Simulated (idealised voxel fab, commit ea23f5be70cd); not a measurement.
Process module under the name voxel gate over fins
Square cell edge 5 nm, section width 235 nm, ID cut.
Cross-sections here: square-cell grids, written as top-down lists of bands, a band being one or more rows of cells.
First you get the band's top height and its bottom height, in nm, and then the materials it's made of, left to right, with each width in nm. If you see a single material with "throughout", that one covers the band edge to edge. "empty" is empty space.
Ref level 0: as-received wafer is one material below here. Bottom band extends down with no lower bound ("0 down").
Top row gets the first number, bottom row gets the second, and each row in between changes by the same step: that is how a band width like "30 to 40" works.
"changes: none" for a step: no cell of the cross-section changed in that step.
"Sealed internal cavities" lists enclosed empty spaces (at least 8 cells, no open path upward to the top), each as width x height at distance from the left edge, in nm.
What comes after the settings on a step's line is commentary from the simulator itself on that step.
overlay nm: how far to the right of its planned place the mask lay on this masked step (negative: to the left).
Pairs follow: section before one process step, section after it down to the lowest changed band, step with settings underneath. Pairs may come from different runs of this module on the same starting wafer; continuity with the pair above only as stated in the "Geometry before processing" entry.

**Geometry before processing**
20 to 10: 55 aC, 25 empty, 155 aC
10 to 0: 35 SiO2, 15 SiN, 35 SiO2, 15 SiN, 35 SiO2, 15 SiN, 35 SiO2, 15 SiN, 35 SiO2
0 to -40: 40 SiO2, 5 Si, 45 SiO2, 5 Si, 45 SiO2, 5 Si, 45 SiO2, 5 Si, 40 SiO2
-40 down: Si throughout
Sealed internal cavities: none

**after**
20 to 10: 55 aC, 25 empty, 155 aC
10 to 0: 35 SiO2, 15 SiN, 5 SiO2, 25 empty, 5 SiO2, 15 SiN, 35 SiO2, 15 SiN, 35 SiO2, 15 SiN, 35 SiO2
0 to -30: 40 SiO2, 5 Si, 10 SiO2, 25 empty, 10 SiO2, 5 Si, 45 SiO2, 5 Si, 45 SiO2, 5 Si, 40 SiO2
At heights below -30, the structure remains unaltered.
Sealed internal cavities: none
Between before and after above, the operation and settings are DIRECTIONAL_ETCH: etch materials SiO2, depth nm 40

Geometry before processing: The pre-step condition corresponds to the post-step cross-section depicted in the pair directly above.

**after**
10 to 0: 35 SiO2, 15 SiN, 5 SiO2, 25 empty, 5 SiO2, 15 SiN, 35 SiO2, 15 SiN, 35 SiO2, 15 SiN, 35 SiO2
At heights below 0, the structure remains unaltered.
Sealed internal cavities: none
Between before and after above, the operation and settings are STRIP: etch materials aC

Geometry before processing: The pre-step condition corresponds to the post-step cross-section depicted in the pair directly above.

**after**
15 to 10: 60 TiN, 15 empty, 160 TiN
10 to 0: 35 SiO2, 15 SiN, 5 SiO2, 5 TiN, 15 empty, 5 TiN, 5 SiO2, 15 SiN, 35 SiO2, 15 SiN, 35 SiO2, 15 SiN, 35 SiO2
0 to -25: 40 SiO2, 5 Si, 10 SiO2, 5 TiN, 15 empty, 5 TiN, 10 SiO2, 5 Si, 45 SiO2, 5 Si, 45 SiO2, 5 Si, 40 SiO2
-25 to -30: 40 SiO2, 5 Si, 10 SiO2, 25 TiN, 10 SiO2, 5 Si, 45 SiO2, 5 Si, 45 SiO2, 5 Si, 40 SiO2
At heights below -30, the structure remains unaltered.
Sealed internal cavities: none
Between before and after above, the operation and settings are CONFORMAL_DEP: material TiN, thk nm 5

Geometry before processing: The pre-step condition corresponds to the post-step cross-section depicted in the pair directly above.

**after**
20 to 15: Ru throughout
15 to 10: 60 TiN, 15 Ru, 160 TiN
10 to 0: 35 SiO2, 15 SiN, 5 SiO2, 5 TiN, 15 Ru, 5 TiN, 5 SiO2, 15 SiN, 35 SiO2, 15 SiN, 35 SiO2, 15 SiN, 35 SiO2
0 to -25: 40 SiO2, 5 Si, 10 SiO2, 5 TiN, 15 Ru, 5 TiN, 10 SiO2, 5 Si, 45 SiO2, 5 Si, 45 SiO2, 5 Si, 40 SiO2
At heights below -25, the structure remains unaltered.
Sealed internal cavities: none
Between before and after above, the operation and settings are FILL_DEP: material Ru, thk nm 5

Geometry before processing: The pre-step condition corresponds to the post-step cross-section depicted in the pair directly above.

**after**
10 to 0: 35 SiO2, 15 SiN, 5 SiO2, 5 TiN, 15 Ru, 5 TiN, 5 SiO2, 15 SiN, 35 SiO2, 15 SiN, 35 SiO2, 15 SiN, 35 SiO2
At heights below 0, the structure remains unaltered.
Sealed internal cavities: none
Between before and after above, the operation and settings are CMP: height nm 10

Geometry before processing: The pre-step condition corresponds to the post-step cross-section depicted in the pair directly above.

**after**
10 to 0: 35 SiO2, 15 SiN, 5 SiO2, 25 empty, 5 SiO2, 15 SiN, 35 SiO2, 15 SiN, 35 SiO2, 15 SiN, 35 SiO2
0 to -25: 40 SiO2, 5 Si, 10 SiO2, 25 empty, 10 SiO2, 5 Si, 45 SiO2, 5 Si, 45 SiO2, 5 Si, 40 SiO2
At heights below -25, the structure remains unaltered.
Sealed internal cavities: none
Between before and after above, the operation and settings are SELECTIVE_ETCH: etch materials W Ru TiN, depth nm 35

Geometry before processing: The pre-step condition corresponds to the post-step cross-section depicted in the pair directly above.

**after**
15 to 10: SiO2 throughout
10 to 0: 35 SiO2, 15 SiN, 35 SiO2, 15 SiN, 35 SiO2, 15 SiN, 35 SiO2, 15 SiN, 35 SiO2
0 to -25: 40 SiO2, 5 Si, 45 SiO2, 5 Si, 45 SiO2, 5 Si, 45 SiO2, 5 Si, 40 SiO2
At heights below -25, the structure remains unaltered.
Sealed internal cavities: none
Between before and after above, the operation and settings are FILL_DEP: material SiO2, thk nm 5

Geometry before processing: The pre-step condition corresponds to the post-step cross-section depicted in the pair directly above.

**after**
10 to 0: 35 SiO2, 15 SiN, 35 SiO2, 15 SiN, 35 SiO2, 15 SiN, 35 SiO2, 15 SiN, 35 SiO2
At heights below 0, the structure remains unaltered.
Sealed internal cavities: none
Between before and after above, the operation and settings are CMP: height nm 10

Geometry before processing: The pre-step condition corresponds to the post-step cross-section depicted in the pair directly above.

**after**
10 to 0: 35 empty, 15 SiN, 35 empty, 15 SiN, 35 empty, 15 SiN, 35 empty, 15 SiN, 35 empty
0 to -15: 40 empty, 5 Si, 45 empty, 5 Si, 45 empty, 5 Si, 45 empty, 5 Si, 40 empty
At heights below -15, the structure remains unaltered.
Sealed internal cavities: none
Between before and after above, the operation and settings are SELECTIVE_ETCH: etch materials SiO2, depth nm 25

Geometry before processing: The pre-step condition corresponds to the post-step cross-section depicted in the pair directly above.

**after**
0 to -15: 40 empty, 5 Si, 45 empty, 5 Si, 45 empty, 5 Si, 45 empty, 5 Si, 40 empty
At heights below -15, the structure remains unaltered.
Sealed internal cavities: none
Between before and after above, the operation and settings are STRIP: etch materials SiN

Geometry before processing: The pre-step condition corresponds to the post-step cross-section depicted in the pair directly above.

**after**
5 to 0: 35 empty, 15 HfO2, 35 empty, 15 HfO2, 35 empty, 15 HfO2, 35 empty, 15 HfO2, 35 empty
0 to -10: 35 empty, 5 HfO2, 5 Si, 5 HfO2, 35 empty, 5 HfO2, 5 Si, 5 HfO2, 35 empty, 5 HfO2, 5 Si, 5 HfO2, 35 empty, 5 HfO2, 5 Si, 5 HfO2, 35 empty
-10 to -15: 40 HfO2, 5 Si, 45 HfO2, 5 Si, 45 HfO2, 5 Si, 45 HfO2, 5 Si, 40 HfO2
At heights below -15, the structure remains unaltered.
Sealed internal cavities: none
Between before and after above, the operation and settings are CONFORMAL_DEP: material HfO2, thk nm 5

Geometry before processing: The pre-step condition corresponds to the post-step cross-section depicted in the pair directly above.

**after**
10 to 5: 30 empty, 25 TiN, 25 empty, 25 TiN, 25 empty, 25 TiN, 25 empty, 25 TiN, 30 empty
5 to 0: 30 empty, 5 TiN, 15 HfO2, 5 TiN, 25 empty, 5 TiN, 15 HfO2, 5 TiN, 25 empty, 5 TiN, 15 HfO2, 5 TiN, 25 empty, 5 TiN, 15 HfO2, 5 TiN, 30 empty
0 to -5: 30 empty, 5 TiN, 5 HfO2, 5 Si, 5 HfO2, 5 TiN, 25 empty, 5 TiN, 5 HfO2, 5 Si, 5 HfO2, 5 TiN, 25 empty, 5 TiN, 5 HfO2, 5 Si, 5 HfO2, 5 TiN, 25 empty, 5 TiN, 5 HfO2, 5 Si, 5 HfO2, 5 TiN, 30 empty
-5 to -10: 35 TiN, 5 HfO2, 5 Si, 5 HfO2, 35 TiN, 5 HfO2, 5 Si, 5 HfO2, 35 TiN, 5 HfO2, 5 Si, 5 HfO2, 35 TiN, 5 HfO2, 5 Si, 5 HfO2, 35 TiN
At heights below -10, the structure remains unaltered.
Sealed internal cavities: none
Between before and after above, the operation and settings are CONFORMAL_DEP: material TiN, thk nm 5

Geometry before processing: The pre-step condition corresponds to the post-step cross-section depicted in the pair directly above.

**after**
15 to 10: 25 empty, 35 TiAl, 15 empty, 35 TiAl, 15 empty, 35 TiAl, 15 empty, 35 TiAl, 25 empty
10 to 5: 25 empty, 5 TiAl, 25 TiN, 5 TiAl, 15 empty, 5 TiAl, 25 TiN, 5 TiAl, 15 empty, 5 TiAl, 25 TiN, 5 TiAl, 15 empty, 5 TiAl, 25 TiN, 5 TiAl, 25 empty
5 to 0: 25 empty, 5 TiAl, 5 TiN, 15 HfO2, 5 TiN, 5 TiAl, 15 empty, 5 TiAl, 5 TiN, 15 HfO2, 5 TiN, 5 TiAl, 15 empty, 5 TiAl, 5 TiN, 15 HfO2, 5 TiN, 5 TiAl, 15 empty, 5 TiAl, 5 TiN, 15 HfO2, 5 TiN, 5 TiAl, 25 empty
0 to -5: 30 TiAl, 5 TiN, 5 HfO2, 5 Si, 5 HfO2, 5 TiN, 25 TiAl, 5 TiN, 5 HfO2, 5 Si, 5 HfO2, 5 TiN, 25 TiAl, 5 TiN, 5 HfO2, 5 Si, 5 HfO2, 5 TiN, 25 TiAl, 5 TiN, 5 HfO2, 5 Si, 5 HfO2, 5 TiN, 30 TiAl
At heights below -5, the structure remains unaltered.
Sealed internal cavities: none
Between before and after above, the operation and settings are CONFORMAL_DEP: material TiAl, thk nm 5

Geometry before processing: The pre-step condition corresponds to the post-step cross-section depicted in the pair directly above.

**after**
20 to 15: 20 empty, 45 TiN, 5 empty, 45 TiN, 5 empty, 45 TiN, 5 empty, 45 TiN, 20 empty
15 to 10: 20 empty, 5 TiN, 35 TiAl, 5 TiN, 5 empty, 5 TiN, 35 TiAl, 5 TiN, 5 empty, 5 TiN, 35 TiAl, 5 TiN, 5 empty, 5 TiN, 35 TiAl, 5 TiN, 20 empty
10 to 5: 20 empty, 5 TiN, 5 TiAl, 25 TiN, 5 TiAl, 5 TiN, 5 empty, 5 TiN, 5 TiAl, 25 TiN, 5 TiAl, 5 TiN, 5 empty, 5 TiN, 5 TiAl, 25 TiN, 5 TiAl, 5 TiN, 5 empty, 5 TiN, 5 TiAl, 25 TiN, 5 TiAl, 5 TiN, 20 empty
5 to 0: 25 TiN, 5 TiAl, 5 TiN, 15 HfO2, 5 TiN, 5 TiAl, 15 TiN, 5 TiAl, 5 TiN, 15 HfO2, 5 TiN, 5 TiAl, 15 TiN, 5 TiAl, 5 TiN, 15 HfO2, 5 TiN, 5 TiAl, 15 TiN, 5 TiAl, 5 TiN, 15 HfO2, 5 TiN, 5 TiAl, 25 TiN
At heights below 0, the structure remains unaltered.
Sealed internal cavities: none
Between before and after above, the operation and settings are CONFORMAL_DEP: material TiN, thk nm 5

Geometry before processing: The pre-step condition corresponds to the post-step cross-section depicted in the pair directly above.

**after**
30 to 20: W throughout
20 to 15: 20 W, 45 TiN, 5 W, 45 TiN, 5 W, 45 TiN, 5 W, 45 TiN, 20 W
15 to 10: 20 W, 5 TiN, 35 TiAl, 5 TiN, 5 W, 5 TiN, 35 TiAl, 5 TiN, 5 W, 5 TiN, 35 TiAl, 5 TiN, 5 W, 5 TiN, 35 TiAl, 5 TiN, 20 W
10 to 5: 20 W, 5 TiN, 5 TiAl, 25 TiN, 5 TiAl, 5 TiN, 5 W, 5 TiN, 5 TiAl, 25 TiN, 5 TiAl, 5 TiN, 5 W, 5 TiN, 5 TiAl, 25 TiN, 5 TiAl, 5 TiN, 5 W, 5 TiN, 5 TiAl, 25 TiN, 5 TiAl, 5 TiN, 20 W
At heights below 5, the structure remains unaltered.
Sealed internal cavities: none
Between before and after above, the operation and settings are FILL_DEP: material W, thk nm 10

Geometry before processing: The pre-step condition corresponds to the post-step cross-section depicted in the pair directly above.

**after**
25 to 20: W throughout
At heights below 20, the structure remains unaltered.
Sealed internal cavities: none
Between before and after above, the operation and settings are CMP: height nm 25

Geometry before processing: The pre-step condition corresponds to the post-step cross-section depicted in the pair directly above.

**after**
35 to 25: SiN throughout
At heights below 25, the structure remains unaltered.
Sealed internal cavities: none
Between before and after above, the operation and settings are CONFORMAL_DEP: material SiN, thk nm 10

**Geometry before processing**
20 to 10: aC throughout
10 to 0: 35 SiO2, 15 SiN, 35 SiO2, 15 SiN, 35 SiO2, 15 SiN, 35 SiO2, 15 SiN, 35 SiO2
0 to -40: 40 SiO2, 5 Si, 45 SiO2, 5 Si, 45 SiO2, 5 Si, 45 SiO2, 5 Si, 40 SiO2
-40 down: Si throughout
Sealed internal cavities: none

**after**
50 to 20: 70 resist, 15 empty, 150 resist
At heights below 20, the structure remains unaltered.
Sealed internal cavities: none
Between before and after above, the operation and settings are PATTERN: tone open, mask id RAIL, material resist, width nm 15, thk nm 30, overlay nm 10

Geometry before processing: The pre-step condition corresponds to the post-step cross-section depicted in the pair directly above.

**after**
40 to 20: 70 resist, 15 empty, 150 resist
20 to 10: 70 aC, 15 empty, 150 aC
At heights below 10, the structure remains unaltered.
Sealed internal cavities: none
Between before and after above, the operation and settings are DIRECTIONAL_ETCH: etch materials aC, depth nm 10

Geometry before processing: The pre-step condition corresponds to the post-step cross-section depicted in the pair directly above.

**after**
20 to 10: 70 aC, 15 empty, 150 aC
At heights below 10, the structure remains unaltered.
Sealed internal cavities: none
Between before and after above, the operation and settings are STRIP: etch materials resist

Geometry before processing: The pre-step condition corresponds to the post-step cross-section depicted in the pair directly above.

**after**
20 to 10: 70 aC, 15 empty, 150 aC
10 to 0: 35 SiO2, 15 SiN, 20 SiO2, 15 empty, 15 SiN, 35 SiO2, 15 SiN, 35 SiO2, 15 SiN, 35 SiO2
0 to -30: 40 SiO2, 5 Si, 25 SiO2, 15 empty, 5 SiO2, 5 Si, 45 SiO2, 5 Si, 45 SiO2, 5 Si, 40 SiO2
At heights below -30, the structure remains unaltered.
Sealed internal cavities: none
Between before and after above, the operation and settings are DIRECTIONAL_ETCH: etch materials SiO2, depth nm 40

Geometry before processing: The pre-step condition corresponds to the post-step cross-section depicted in the pair directly above.

**after**
10 to 0: 35 SiO2, 15 SiN, 20 SiO2, 15 empty, 15 SiN, 35 SiO2, 15 SiN, 35 SiO2, 15 SiN, 35 SiO2
At heights below 0, the structure remains unaltered.
Sealed internal cavities: none
Between before and after above, the operation and settings are STRIP: etch materials aC

Geometry before processing: The pre-step condition corresponds to the post-step cross-section depicted in the pair directly above.

**after**
15 to 10: 75 TiN, 5 empty, 155 TiN
10 to 0: 35 SiO2, 15 SiN, 20 SiO2, 5 TiN, 5 empty, 5 TiN, 15 SiN, 35 SiO2, 15 SiN, 35 SiO2, 15 SiN, 35 SiO2
0 to -25: 40 SiO2, 5 Si, 25 SiO2, 5 TiN, 5 empty, 5 TiN, 5 SiO2, 5 Si, 45 SiO2, 5 Si, 45 SiO2, 5 Si, 40 SiO2
-25 to -30: 40 SiO2, 5 Si, 25 SiO2, 15 TiN, 5 SiO2, 5 Si, 45 SiO2, 5 Si, 45 SiO2, 5 Si, 40 SiO2
At heights below -30, the structure remains unaltered.
Sealed internal cavities: none
Between before and after above, the operation and settings are CONFORMAL_DEP: material TiN, thk nm 5

Geometry before processing: The pre-step condition corresponds to the post-step cross-section depicted in the pair directly above.

**after**
20 to 15: Ru throughout
15 to 10: 75 TiN, 5 Ru, 155 TiN
10 to 0: 35 SiO2, 15 SiN, 20 SiO2, 5 TiN, 5 Ru, 5 TiN, 15 SiN, 35 SiO2, 15 SiN, 35 SiO2, 15 SiN, 35 SiO2
0 to -25: 40 SiO2, 5 Si, 25 SiO2, 5 TiN, 5 Ru, 5 TiN, 5 SiO2, 5 Si, 45 SiO2, 5 Si, 45 SiO2, 5 Si, 40 SiO2
At heights below -25, the structure remains unaltered.
Sealed internal cavities: none
Between before and after above, the operation and settings are FILL_DEP: material Ru, thk nm 5

Geometry before processing: The pre-step condition corresponds to the post-step cross-section depicted in the pair directly above.

**after**
10 to 0: 35 SiO2, 15 SiN, 20 SiO2, 5 TiN, 5 Ru, 5 TiN, 15 SiN, 35 SiO2, 15 SiN, 35 SiO2, 15 SiN, 35 SiO2
At heights below 0, the structure remains unaltered.
Sealed internal cavities: none
Between before and after above, the operation and settings are CMP: height nm 10

Geometry before processing: The pre-step condition corresponds to the post-step cross-section depicted in the pair directly above.

**after**
10 to 0: 35 SiO2, 15 SiN, 20 SiO2, 15 empty, 15 SiN, 35 SiO2, 15 SiN, 35 SiO2, 15 SiN, 35 SiO2
0 to -25: 40 SiO2, 5 Si, 25 SiO2, 15 empty, 5 SiO2, 5 Si, 45 SiO2, 5 Si, 45 SiO2, 5 Si, 40 SiO2
At heights below -25, the structure remains unaltered.
Sealed internal cavities: none
Between before and after above, the operation and settings are SELECTIVE_ETCH: etch materials W Ru TiN, depth nm 35

Geometry before processing: The pre-step condition corresponds to the post-step cross-section depicted in the pair directly above.

**after**
15 to 10: SiO2 throughout
10 to 0: 35 SiO2, 15 SiN, 35 SiO2, 15 SiN, 35 SiO2, 15 SiN, 35 SiO2, 15 SiN, 35 SiO2
0 to -25: 40 SiO2, 5 Si, 45 SiO2, 5 Si, 45 SiO2, 5 Si, 45 SiO2, 5 Si, 40 SiO2
At heights below -25, the structure remains unaltered.
Sealed internal cavities: none
Between before and after above, the operation and settings are FILL_DEP: material SiO2, thk nm 5

Geometry before processing: The pre-step condition corresponds to the post-step cross-section depicted in the pair directly above.

**after**
10 to 0: 35 SiO2, 15 SiN, 35 SiO2, 15 SiN, 35 SiO2, 15 SiN, 35 SiO2, 15 SiN, 35 SiO2
At heights below 0, the structure remains unaltered.
Sealed internal cavities: none
Between before and after above, the operation and settings are CMP: height nm 10

Geometry before processing: The pre-step condition corresponds to the post-step cross-section depicted in the pair directly above.

**after**
10 to 0: 35 empty, 15 SiN, 35 empty, 15 SiN, 35 empty, 15 SiN, 35 empty, 15 SiN, 35 empty
0 to -15: 40 empty, 5 Si, 45 empty, 5 Si, 45 empty, 5 Si, 45 empty, 5 Si, 40 empty
At heights below -15, the structure remains unaltered.
Sealed internal cavities: none
Between before and after above, the operation and settings are SELECTIVE_ETCH: etch materials SiO2, depth nm 25

Geometry before processing: The pre-step condition corresponds to the post-step cross-section depicted in the pair directly above.

**after**
0 to -15: 40 empty, 5 Si, 45 empty, 5 Si, 45 empty, 5 Si, 45 empty, 5 Si, 40 empty
At heights below -15, the structure remains unaltered.
Sealed internal cavities: none
Between before and after above, the operation and settings are STRIP: etch materials SiN

Geometry before processing: The pre-step condition corresponds to the post-step cross-section depicted in the pair directly above.

**after**
5 to 0: 35 empty, 15 HfO2, 35 empty, 15 HfO2, 35 empty, 15 HfO2, 35 empty, 15 HfO2, 35 empty
0 to -10: 35 empty, 5 HfO2, 5 Si, 5 HfO2, 35 empty, 5 HfO2, 5 Si, 5 HfO2, 35 empty, 5 HfO2, 5 Si, 5 HfO2, 35 empty, 5 HfO2, 5 Si, 5 HfO2, 35 empty
-10 to -15: 40 HfO2, 5 Si, 45 HfO2, 5 Si, 45 HfO2, 5 Si, 45 HfO2, 5 Si, 40 HfO2
At heights below -15, the structure remains unaltered.
Sealed internal cavities: none
Between before and after above, the operation and settings are CONFORMAL_DEP: material HfO2, thk nm 5

Geometry before processing: The pre-step condition corresponds to the post-step cross-section depicted in the pair directly above.

**after**
10 to 5: 30 empty, 25 TiN, 25 empty, 25 TiN, 25 empty, 25 TiN, 25 empty, 25 TiN, 30 empty
5 to 0: 30 empty, 5 TiN, 15 HfO2, 5 TiN, 25 empty, 5 TiN, 15 HfO2, 5 TiN, 25 empty, 5 TiN, 15 HfO2, 5 TiN, 25 empty, 5 TiN, 15 HfO2, 5 TiN, 30 empty
0 to -5: 30 empty, 5 TiN, 5 HfO2, 5 Si, 5 HfO2, 5 TiN, 25 empty, 5 TiN, 5 HfO2, 5 Si, 5 HfO2, 5 TiN, 25 empty, 5 TiN, 5 HfO2, 5 Si, 5 HfO2, 5 TiN, 25 empty, 5 TiN, 5 HfO2, 5 Si, 5 HfO2, 5 TiN, 30 empty
-5 to -10: 35 TiN, 5 HfO2, 5 Si, 5 HfO2, 35 TiN, 5 HfO2, 5 Si, 5 HfO2, 35 TiN, 5 HfO2, 5 Si, 5 HfO2, 35 TiN, 5 HfO2, 5 Si, 5 HfO2, 35 TiN
At heights below -10, the structure remains unaltered.
Sealed internal cavities: none
Between before and after above, the operation and settings are CONFORMAL_DEP: material TiN, thk nm 5

Geometry before processing: The pre-step condition corresponds to the post-step cross-section depicted in the pair directly above.

**after**
15 to 10: 25 empty, 35 TiAl, 15 empty, 35 TiAl, 15 empty, 35 TiAl, 15 empty, 35 TiAl, 25 empty
10 to 5: 25 empty, 5 TiAl, 25 TiN, 5 TiAl, 15 empty, 5 TiAl, 25 TiN, 5 TiAl, 15 empty, 5 TiAl, 25 TiN, 5 TiAl, 15 empty, 5 TiAl, 25 TiN, 5 TiAl, 25 empty
5 to 0: 25 empty, 5 TiAl, 5 TiN, 15 HfO2, 5 TiN, 5 TiAl, 15 empty, 5 TiAl, 5 TiN, 15 HfO2, 5 TiN, 5 TiAl, 15 empty, 5 TiAl, 5 TiN, 15 HfO2, 5 TiN, 5 TiAl, 15 empty, 5 TiAl, 5 TiN, 15 HfO2, 5 TiN, 5 TiAl, 25 empty
0 to -5: 30 TiAl, 5 TiN, 5 HfO2, 5 Si, 5 HfO2, 5 TiN, 25 TiAl, 5 TiN, 5 HfO2, 5 Si, 5 HfO2, 5 TiN, 25 TiAl, 5 TiN, 5 HfO2, 5 Si, 5 HfO2, 5 TiN, 25 TiAl, 5 TiN, 5 HfO2, 5 Si, 5 HfO2, 5 TiN, 30 TiAl
At heights below -5, the structure remains unaltered.
Sealed internal cavities: none
Between before and after above, the operation and settings are CONFORMAL_DEP: material TiAl, thk nm 5

Geometry before processing: The pre-step condition corresponds to the post-step cross-section depicted in the pair directly above.

**after**
20 to 15: 20 empty, 45 TiN, 5 empty, 45 TiN, 5 empty, 45 TiN, 5 empty, 45 TiN, 20 empty
15 to 10: 20 empty, 5 TiN, 35 TiAl, 5 TiN, 5 empty, 5 TiN, 35 TiAl, 5 TiN, 5 empty, 5 TiN, 35 TiAl, 5 TiN, 5 empty, 5 TiN, 35 TiAl, 5 TiN, 20 empty
10 to 5: 20 empty, 5 TiN, 5 TiAl, 25 TiN, 5 TiAl, 5 TiN, 5 empty, 5 TiN, 5 TiAl, 25 TiN, 5 TiAl, 5 TiN, 5 empty, 5 TiN, 5 TiAl, 25 TiN, 5 TiAl, 5 TiN, 5 empty, 5 TiN, 5 TiAl, 25 TiN, 5 TiAl, 5 TiN, 20 empty
5 to 0: 25 TiN, 5 TiAl, 5 TiN, 15 HfO2, 5 TiN, 5 TiAl, 15 TiN, 5 TiAl, 5 TiN, 15 HfO2, 5 TiN, 5 TiAl, 15 TiN, 5 TiAl, 5 TiN, 15 HfO2, 5 TiN, 5 TiAl, 15 TiN, 5 TiAl, 5 TiN, 15 HfO2, 5 TiN, 5 TiAl, 25 TiN
At heights below 0, the structure remains unaltered.
Sealed internal cavities: none
Between before and after above, the operation and settings are CONFORMAL_DEP: material TiN, thk nm 5

Geometry before processing: The pre-step condition corresponds to the post-step cross-section depicted in the pair directly above.

**after**
30 to 20: W throughout
20 to 15: 20 W, 45 TiN, 5 W, 45 TiN, 5 W, 45 TiN, 5 W, 45 TiN, 20 W
15 to 10: 20 W, 5 TiN, 35 TiAl, 5 TiN, 5 W, 5 TiN, 35 TiAl, 5 TiN, 5 W, 5 TiN, 35 TiAl, 5 TiN, 5 W, 5 TiN, 35 TiAl, 5 TiN, 20 W
10 to 5: 20 W, 5 TiN, 5 TiAl, 25 TiN, 5 TiAl, 5 TiN, 5 W, 5 TiN, 5 TiAl, 25 TiN, 5 TiAl, 5 TiN, 5 W, 5 TiN, 5 TiAl, 25 TiN, 5 TiAl, 5 TiN, 5 W, 5 TiN, 5 TiAl, 25 TiN, 5 TiAl, 5 TiN, 20 W
At heights below 5, the structure remains unaltered.
Sealed internal cavities: none
Between before and after above, the operation and settings are FILL_DEP: material W, thk nm 10

Geometry before processing: The pre-step condition corresponds to the post-step cross-section depicted in the pair directly above.

**after**
25 to 20: W throughout
At heights below 20, the structure remains unaltered.
Sealed internal cavities: none
Between before and after above, the operation and settings are CMP: height nm 25

Geometry before processing: The pre-step condition corresponds to the post-step cross-section depicted in the pair directly above.

**after**
35 to 25: SiN throughout
At heights below 25, the structure remains unaltered.
Sealed internal cavities: none
Between before and after above, the operation and settings are CONFORMAL_DEP: material SiN, thk nm 10

**Geometry before processing**
10 to 0: 35 SiO2, 15 SiN, 10 SiO2, 15 empty, 10 SiO2, 15 SiN, 35 SiO2, 15 SiN, 35 SiO2, 15 SiN, 35 SiO2
0 to -25: 40 SiO2, 5 Si, 15 SiO2, 15 empty, 15 SiO2, 5 Si, 45 SiO2, 5 Si, 45 SiO2, 5 Si, 40 SiO2
-25 to -30: 40 SiO2, 5 Si, 15 SiO2, 15 TiN, 15 SiO2, 5 Si, 45 SiO2, 5 Si, 45 SiO2, 5 Si, 40 SiO2
-30 to -40: 40 SiO2, 5 Si, 45 SiO2, 5 Si, 45 SiO2, 5 Si, 45 SiO2, 5 Si, 40 SiO2
-40 down: Si throughout
Sealed internal cavities: none

**after**
15 to 10: aC throughout
10 to 0: 35 SiO2, 15 SiN, 10 SiO2, 15 aC, 10 SiO2, 15 SiN, 35 SiO2, 15 SiN, 35 SiO2, 15 SiN, 35 SiO2
0 to -25: 40 SiO2, 5 Si, 15 SiO2, 15 aC, 15 SiO2, 5 Si, 45 SiO2, 5 Si, 45 SiO2, 5 Si, 40 SiO2
At heights below -25, the structure remains unaltered.
Sealed internal cavities: none
Between before and after above, the operation and settings are FILL_DEP: material aC, thk nm 5

Geometry before processing: The pre-step condition corresponds to the post-step cross-section depicted in the pair directly above.

**after**
10 to 0: 35 SiO2, 15 SiN, 10 SiO2, 15 aC, 10 SiO2, 15 SiN, 35 SiO2, 15 SiN, 35 SiO2, 15 SiN, 35 SiO2
At heights below 0, the structure remains unaltered.
Sealed internal cavities: none
Between before and after above, the operation and settings are CMP: height nm 10

Geometry before processing: The pre-step condition corresponds to the post-step cross-section depicted in the pair directly above.

**after**
10 to 0: 35 empty, 15 SiN, 10 empty, 15 aC, 10 empty, 15 SiN, 35 empty, 15 SiN, 35 empty, 15 SiN, 35 empty
0 to -15: 40 empty, 5 Si, 15 empty, 15 aC, 15 empty, 5 Si, 45 empty, 5 Si, 45 empty, 5 Si, 40 empty
At heights below -15, the structure remains unaltered.
Sealed internal cavities: none
Between before and after above, the operation and settings are SELECTIVE_ETCH: etch materials SiO2, depth nm 25

Geometry before processing: The pre-step condition corresponds to the post-step cross-section depicted in the pair directly above.

**after**
10 to 0: 60 empty, 15 aC, 160 empty
At heights below 0, the structure remains unaltered.
Sealed internal cavities: none
Between before and after above, the operation and settings are STRIP: etch materials SiN

Geometry before processing: The pre-step condition corresponds to the post-step cross-section depicted in the pair directly above.

**after**
15 to 10: 55 empty, 25 HfO2, 155 empty
10 to 5: 55 empty, 5 HfO2, 15 aC, 5 HfO2, 155 empty
5 to 0: 35 empty, 15 HfO2, 5 empty, 5 HfO2, 15 aC, 5 HfO2, 5 empty, 15 HfO2, 35 empty, 15 HfO2, 35 empty, 15 HfO2, 35 empty
0 to -10: 35 empty, 5 HfO2, 5 Si, 5 HfO2, 5 empty, 5 HfO2, 15 aC, 5 HfO2, 5 empty, 5 HfO2, 5 Si, 5 HfO2, 35 empty, 5 HfO2, 5 Si, 5 HfO2, 35 empty, 5 HfO2, 5 Si, 5 HfO2, 35 empty
-10 to -15: 40 HfO2, 5 Si, 15 HfO2, 15 aC, 15 HfO2, 5 Si, 45 HfO2, 5 Si, 45 HfO2, 5 Si, 40 HfO2
At heights below -15, the structure remains unaltered.
Sealed internal cavities: none
Between before and after above, the operation and settings are CONFORMAL_DEP: material HfO2, thk nm 5

Geometry before processing: The pre-step condition corresponds to the post-step cross-section depicted in the pair directly above.

**after**
20 to 15: 50 empty, 35 TiN, 150 empty
15 to 10: 50 empty, 5 TiN, 25 HfO2, 5 TiN, 150 empty
10 to 5: 30 empty, 25 TiN, 5 HfO2, 15 aC, 5 HfO2, 25 TiN, 25 empty, 25 TiN, 25 empty, 25 TiN, 30 empty
5 to 0: 30 empty, 5 TiN, 15 HfO2, 5 TiN, 5 HfO2, 15 aC, 5 HfO2, 5 TiN, 15 HfO2, 5 TiN, 25 empty, 5 TiN, 15 HfO2, 5 TiN, 25 empty, 5 TiN, 15 HfO2, 5 TiN, 30 empty
0 to -5: 30 empty, 5 TiN, 5 HfO2, 5 Si, 5 HfO2, 5 TiN, 5 HfO2, 15 aC, 5 HfO2, 5 TiN, 5 HfO2, 5 Si, 5 HfO2, 5 TiN, 25 empty, 5 TiN, 5 HfO2, 5 Si, 5 HfO2, 5 TiN, 25 empty, 5 TiN, 5 HfO2, 5 Si, 5 HfO2, 5 TiN, 30 empty
-5 to -10: 35 TiN, 5 HfO2, 5 Si, 5 HfO2, 5 TiN, 5 HfO2, 15 aC, 5 HfO2, 5 TiN, 5 HfO2, 5 Si, 5 HfO2, 35 TiN, 5 HfO2, 5 Si, 5 HfO2, 35 TiN, 5 HfO2, 5 Si, 5 HfO2, 35 TiN
At heights below -10, the structure remains unaltered.
Sealed internal cavities: none
Between before and after above, the operation and settings are CONFORMAL_DEP: material TiN, thk nm 5
